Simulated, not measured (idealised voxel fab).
voxel gate over fins: a process module
FYI the section here is cut, 205 nm wide, cells are 5 nm squares.
Notation: cross-section as square-cell grid; stated in bands, top first, going down; one or more cell rows per band. Heads up on the band format: heights come first, top then bottom, in nm. After that it's the materials left to right, each with its width in nm. A single material flagged "throughout" fills the whole band edge to edge, and "empty" means there's empty space there. Basically, 0 is our baseline, since under it the wafer straight out of the box is all one material. The bottom band has no lower end and keeps on going down, so it looks like "0 and below". Note: "30..40" means the width goes from the first number (top row of the band) to the second number (bottom row) in equal steps per row of cells. Step note "no alterations made" = no cross-section cell changed. For the entry "Voids, sealed", the listed items are empty spaces with no open way to the top whose size is 8 cells or more; each item follows the pattern width x height at distance, where distance is from the left edge and all three are in nm. The remark found on a step's line after its settings is issued by the simulator itself and pertains to that step. What "overlay nm" on a step's line means: if the step has a mask, that mask lay this far to the right of its planned place, or, when the value is negative, to the left.
### Below is the list of planned process steps
1: RECEIVE (material Si)
2: CONFORMAL_DEP (material SiN; thk nm 10)
3: MASKED_ETCH (tone cover; mask id FINS; width nm 15; pitch nm 40; etch materials SiN; depth nm 10; overlay nm 0)
4: MASKED_ETCH (tone cover; mask id FINS; width nm 15; pitch nm 40; etch materials Si; depth nm 40; overlay nm 0)
5: FILL_DEP (material SiO2; thk nm 5)
6: CMP (height nm 10)
7: SELECTIVE_ETCH (etch materials SiO2; depth nm 20)
8: STRIP (etch materials SiN)
9: CONFORMAL_DEP (material HfO2; thk nm 5)
10: CONFORMAL_DEP (material TiN; thk nm 5)
11: CONFORMAL_DEP (material TiAl; thk nm 5)
12: CONFORMAL_DEP (material TiN; thk nm 5)
13: FILL_DEP (material W; thk nm 15)
14: CMP (height nm 30)
15: CONFORMAL_DEP (material SiN; thk nm 10)
### The first of a set of two wafers, run to plan
### Cross-section of the wafer at receipt, which is the condition after step 1
    0 and below: Si throughout
    Voids, sealed: none
### After step 2, in cross-section
    10 down to 0: SiN throughout
    All layers under 0 are left as they were.
### After step 3, in cross-section
    10 down to 0: empty 75 nm, then SiN 15 nm, then empty 25 nm, then SiN 15 nm, then empty 75 nm
    All layers under 0 are left as they were.
### After step 4, in cross-section
    10 down to 0: empty 75 nm, then SiN 15 nm, then empty 25 nm, then SiN 15 nm, then empty 75 nm
    0 down to -40: empty 75 nm, then Si 15 nm, then empty 25 nm, then Si 15 nm, then empty 75 nm
    All layers under -40 are left as they were.
### After step 5, in cross-section
    15 down to 10: SiO2 throughout
    10 down to 0: SiO2 75 nm, then SiN 15 nm, then SiO2 25 nm, then SiN 15 nm, then SiO2 75 nm
    0 down to -40: SiO2 75 nm, then Si 15 nm, then SiO2 25 nm, then Si 15 nm, then SiO2 75 nm
    All layers under -40 are left as they were.
### After step 6, in cross-section
    10 down to 0: SiO2 75 nm, then SiN 15 nm, then SiO2 25 nm, then SiN 15 nm, then SiO2 75 nm
    All layers under 0 are left as they were.
### After step 7, in cross-section
    10 down to 0: empty 75 nm, then SiN 15 nm, then empty 25 nm, then SiN 15 nm, then empty 75 nm
    0 down to -10: empty 75 nm, then Si 15 nm, then empty 25 nm, then Si 15 nm, then empty 75 nm
    All layers under -10 are left as they were.
### After step 8, in cross-section
    0 down to -10: empty 75 nm, then Si 15 nm, then empty 25 nm, then Si 15 nm, then empty 75 nm
    All layers under -10 are left as they were.
### After step 9, in cross-section
    5 down to 0: empty 70 nm, then HfO2 25 nm, then empty 15 nm, then HfO2 25 nm, then empty 70 nm
    0 down to -5: empty 70 nm, then HfO2 5 nm, then Si 15 nm, then HfO2 5 nm, then empty 15 nm, then HfO2 5 nm, then Si 15 nm, then HfO2 5 nm, then empty 70 nm
    -5 down to -10: HfO2 75 nm, then Si 15 nm, then HfO2 25 nm, then Si 15 nm, then HfO2 75 nm
    All layers under -10 are left as they were.
### After step 10, in cross-section
    10 down to 5: empty 65 nm, then TiN 35 nm, then empty 5 nm, then TiN 35 nm, then empty 65 nm
    5 down to 0: empty 65 nm, then TiN 5 nm, then HfO2 25 nm, then TiN 5 nm, then empty 5 nm, then TiN 5 nm, then HfO2 25 nm, then TiN 5 nm, then empty 65 nm
    0 down to -5: TiN 70 nm, then HfO2 5 nm, then Si 15 nm, then HfO2 5 nm, then TiN 15 nm, then HfO2 5 nm, then Si 15 nm, then HfO2 5 nm, then TiN 70 nm
    All layers under -5 are left as they were.
### After step 11, in cross-section
    15 down to 10: empty 60 nm, then TiAl 85 nm, then empty 60 nm
    10 down to 5: empty 60 nm, then TiAl 5 nm, then TiN 35 nm, then TiAl 5 nm, then TiN 35 nm, then TiAl 5 nm, then empty 60 nm
    5 down to 0: TiAl 65 nm, then TiN 5 nm, then HfO2 25 nm, then TiN 5 nm, then TiAl 5 nm, then TiN 5 nm, then HfO2 25 nm, then TiN 5 nm, then TiAl 65 nm
    All layers under 0 are left as they were.
### After step 12, in cross-section
    20 down to 15: empty 55 nm, then TiN 95 nm, then empty 55 nm
    15 down to 10: empty 55 nm, then TiN 5 nm, then TiAl 85 nm, then TiN 5 nm, then empty 55 nm
    10 down to 5: TiN 60 nm, then TiAl 5 nm, then TiN 35 nm, then TiAl 5 nm, then TiN 35 nm, then TiAl 5 nm, then TiN 60 nm
    All layers under 5 are left as they were.
### After step 13, in cross-section
    35 down to 20: W throughout
    20 down to 15: W 55 nm, then TiN 95 nm, then W 55 nm
    15 down to 10: W 55 nm, then TiN 5 nm, then TiAl 85 nm, then TiN 5 nm, then W 55 nm
    All layers under 10 are left as they were.
### After step 14, in cross-section
    30 down to 20: W throughout
    All layers under 20 are left as they were.
### After step 15, in cross-section
    40 down to 30: SiN throughout
    All layers under 30 are left as they were.
### Here the second wafer is described. Its start and its plan were those of the first wafer. Its run contained one mistake. Up to and including step 6, it did exactly what the first wafer did
### Cross-section of the second wafer when, according to plan, step 7 should have finished
    10 down to 0: empty 75 nm, then SiN 15 nm, then empty 25 nm, then SiN 15 nm, then empty 75 nm
    0 down to -30: empty 75 nm, then Si 15 nm, then empty 25 nm, then Si 15 nm, then empty 75 nm
    All layers under -30 are left as they were.
### Cross-section of the second wafer when, according to plan, step 8 should have finished
    0 down to -30: empty 75 nm, then Si 15 nm, then empty 25 nm, then Si 15 nm, then empty 75 nm
    All layers under -30 are left as they were.
### Cross-section of the second wafer when, according to plan, step 9 should have finished
    5 down to 0: empty 70 nm, then HfO2 25 nm, then empty 15 nm, then HfO2 25 nm, then empty 70 nm
    0 down to -25: empty 70 nm, then HfO2 5 nm, then Si 15 nm, then HfO2 5 nm, then empty 15 nm, then HfO2 5 nm, then Si 15 nm, then HfO2 5 nm, then empty 70 nm
    -25 down to -30: HfO2 75 nm, then Si 15 nm, then HfO2 25 nm, then Si 15 nm, then HfO2 75 nm
    All layers under -30 are left as they were.
### Cross-section of the second wafer when, according to plan, step 10 should have finished
    10 down to 5: empty 65 nm, then TiN 35 nm, then empty 5 nm, then TiN 35 nm, then empty 65 nm
    5 down to 0: empty 65 nm, then TiN 5 nm, then HfO2 25 nm, then TiN 5 nm, then empty 5 nm, then TiN 5 nm, then HfO2 25 nm, then TiN 5 nm, then empty 65 nm
    0 down to -20: empty 65 nm, then TiN 5 nm, then HfO2 5 nm, then Si 15 nm, then HfO2 5 nm, then TiN 5 nm, then empty 5 nm, then TiN 5 nm, then HfO2 5 nm, then Si 15 nm, then HfO2 5 nm, then TiN 5 nm, then empty 65 nm
    -20 down to -25: TiN 70 nm, then HfO2 5 nm, then Si 15 nm, then HfO2 5 nm, then TiN 15 nm, then HfO2 5 nm, then Si 15 nm, then HfO2 5 nm, then TiN 70 nm
    All layers under -25 are left as they were.
### Cross-section of the second wafer when, according to plan, step 11 should have finished
    15 down to 10: empty 60 nm, then TiAl 85 nm, then empty 60 nm
    10 down to 5: empty 60 nm, then TiAl 5 nm, then TiN 35 nm, then TiAl 5 nm, then TiN 35 nm, then TiAl 5 nm, then empty 60 nm
    5 down to 0: empty 60 nm, then TiAl 5 nm, then TiN 5 nm, then HfO2 25 nm, then TiN 5 nm, then TiAl 5 nm, then TiN 5 nm, then HfO2 25 nm, then TiN 5 nm, then TiAl 5 nm, then empty 60 nm
    0 down to -15: empty 60 nm, then TiAl 5 nm, then TiN 5 nm, then HfO2 5 nm, then Si 15 nm, then HfO2 5 nm, then TiN 5 nm, then TiAl 5 nm, then TiN 5 nm, then HfO2 5 nm, then Si 15 nm, then HfO2 5 nm, then TiN 5 nm, then TiAl 5 nm, then empty 60 nm
    -15 down to -20: TiAl 65 nm, then TiN 5 nm, then HfO2 5 nm, then Si 15 nm, then HfO2 5 nm, then TiN 5 nm, then TiAl 5 nm, then TiN 5 nm, then HfO2 5 nm, then Si 15 nm, then HfO2 5 nm, then TiN 5 nm, then TiAl 65 nm
    All layers under -20 are left as they were.
### Cross-section of the second wafer when, according to plan, step 12 should have finished
    20 down to 15: empty 55 nm, then TiN 95 nm, then empty 55 nm
    15 down to 10: empty 55 nm, then TiN 5 nm, then TiAl 85 nm, then TiN 5 nm, then empty 55 nm
    10 down to 5: empty 55 nm, then TiN 5 nm, then TiAl 5 nm, then TiN 35 nm, then TiAl 5 nm, then TiN 35 nm, then TiAl 5 nm, then TiN 5 nm, then empty 55 nm
    5 down to 0: empty 55 nm, then TiN 5 nm, then TiAl 5 nm, then TiN 5 nm, then HfO2 25 nm, then TiN 5 nm, then TiAl 5 nm, then TiN 5 nm, then HfO2 25 nm, then TiN 5 nm, then TiAl 5 nm, then TiN 5 nm, then empty 55 nm
    0 down to -10: empty 55 nm, then TiN 5 nm, then TiAl 5 nm, then TiN 5 nm, then HfO2 5 nm, then Si 15 nm, then HfO2 5 nm, then TiN 5 nm, then TiAl 5 nm, then TiN 5 nm, then HfO2 5 nm, then Si 15 nm, then HfO2 5 nm, then TiN 5 nm, then TiAl 5 nm, then TiN 5 nm, then empty 55 nm
    -10 down to -15: TiN 60 nm, then TiAl 5 nm, then TiN 5 nm, then HfO2 5 nm, then Si 15 nm, then HfO2 5 nm, then TiN 5 nm, then TiAl 5 nm, then TiN 5 nm, then HfO2 5 nm, then Si 15 nm, then HfO2 5 nm, then TiN 5 nm, then TiAl 5 nm, then TiN 60 nm
    All layers under -15 are left as they were.
### Cross-section of the second wafer when, according to plan, step 13 should have finished
    35 down to 20: W throughout
    20 down to 15: W 55 nm, then TiN 95 nm, then W 55 nm
    15 down to 10: W 55 nm, then TiN 5 nm, then TiAl 85 nm, then TiN 5 nm, then W 55 nm
    10 down to 5: W 55 nm, then TiN 5 nm, then TiAl 5 nm, then TiN 35 nm, then TiAl 5 nm, then TiN 35 nm, then TiAl 5 nm, then TiN 5 nm, then W 55 nm
    5 down to 0: W 55 nm, then TiN 5 nm, then TiAl 5 nm, then TiN 5 nm, then HfO2 25 nm, then TiN 5 nm, then TiAl 5 nm, then TiN 5 nm, then HfO2 25 nm, then TiN 5 nm, then TiAl 5 nm, then TiN 5 nm, then W 55 nm
    0 down to -10: W 55 nm, then TiN 5 nm, then TiAl 5 nm, then TiN 5 nm, then HfO2 5 nm, then Si 15 nm, then HfO2 5 nm, then TiN 5 nm, then TiAl 5 nm, then TiN 5 nm, then HfO2 5 nm, then Si 15 nm, then HfO2 5 nm, then TiN 5 nm, then TiAl 5 nm, then TiN 5 nm, then W 55 nm
    All layers under -10 are left as they were.
### Cross-section of the second wafer when, according to plan, step 14 should have finished
    30 down to 20: W throughout
    All layers under 20 are left as they were.
### Cross-section of the second wafer when, according to plan, step 15 should have finished
    40 down to 30: SiN throughout
    All layers under 30 are left as they were.
So what did we get wrong on this run? execution of plan step 7 occurred twice
Per the end-of-run cell counts, the second wafer holds more or fewer of some materials than the first: HfO2: 16 more; SiO2: 140 fewer; TiAl: 12 more; TiN: 24 more; W: 88 more
